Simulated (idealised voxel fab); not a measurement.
voxel ribs on slabs: a process module
cross-section cut | 235 nm wide | cells 5 nm
Cross-section layout: square cells on a grid; listed as bands, top to bottom; a band spans one or more cell rows. This entry defines a band. It first specifies the height of the band's top and the height of its bottom in nm, and then specifies the band's materials from left to right, stating each material with its width in nm. The word "full width" identifies a single material that fills the band from edge to edge, while the word "blank" identifies empty space. Heights are reckoned from 0. Under this level, the received wafer is all of one material. The bottommost band is open-ended downward, for example "0 down". Note: "30 to 40" means the width goes from the first number (top row of the band) to the second number (bottom row) in equal steps per row of cells. For the purposes of this document, the phrase "everything unchanged" attached to a step denotes that no cell within the cross-section was modified by that step. Voids not open to the top, 8 cells minimum: see "Unvented internal voids". Written width x height at distance; distance is from the left edge; nm. The remark found on a step's line after its settings is issued by the simulator itself and pertains to that step. "overlay nm", when on a step's line for a step with a mask, measures how far to the right of its planned place the mask lay; a negative measure means to the left.

THIS SECTION LISTS THE PROCESS STEPS THAT WERE PLANNED
| 1 | RECEIVE, material Si |
| 2 | DIRECTIONAL_DEP, material SiO2, thk nm 25 |
| 3 | DIRECTIONAL_DEP, material polySi, thk nm 25 |
| 4 | DIRECTIONAL_DEP, material aC, thk nm 15 |
| 5 | PATTERN, tone cover, mask id RIB, material resist, width nm 20, thk nm 30, overlay nm 0 |
| 6 | DIRECTIONAL_ETCH, etch materials aC, depth nm 15 |
| 7 | STRIP, etch materials resist |
| 8 | DIRECTIONAL_ETCH, etch materials polySi, depth nm 15 |
| 9 | STRIP, etch materials aC |
| 10 | PATTERN, tone cover, mask id SLAB, material resist, width nm 60, thk nm 20, overlay nm 0 |
| 11 | DIRECTIONAL_ETCH, etch materials polySi, depth nm 10 |
| 12 | STRIP, etch materials resist |
| 13 | FILL_DEP, material SiO2, thk nm 20 |
| 14 | CMP, height nm 65 |
| 15 | DIRECTIONAL_DEP, material W, thk nm 10 |
| 16 | MASKED_ETCH, tone cover, mask id HEATER, width nm 30, etch materials W, depth nm 10, overlay nm 0 |
| 17 | CONFORMAL_DEP, material SiN, thk nm 10 |

INCOMING WAFER, CROSS-SECTIONAL VIEW, POST STEP 1
* 0 down | Si full width
* Unvented internal voids: none

ONE MISTAKE IN RUNNING THE MODULE, OTHERWISE START AND PLAN AS ABOVE: CROSS-SECTION AT THE END
* 85 to 75 | blank (100), SiN (50), blank (85)
* 75 to 65 | SiN (110), W (30), SiN (95)
* 65 to 50 | SiO2 full width
* 50 to 35 | SiO2 (105), polySi (20), SiO2 (110)
* 35 to 25 | SiO2 (85), polySi (60), SiO2 (90)
* 25 to 0 | SiO2 full width
* 0 down | Si full width
* Unvented internal voids: none
What was the processing mistake? step 16 was not run as planned; what actually ran was MASKED_ETCH, tone cover, mask id HEATER, width nm 30, etch materials W, depth nm 10, overlay nm 10
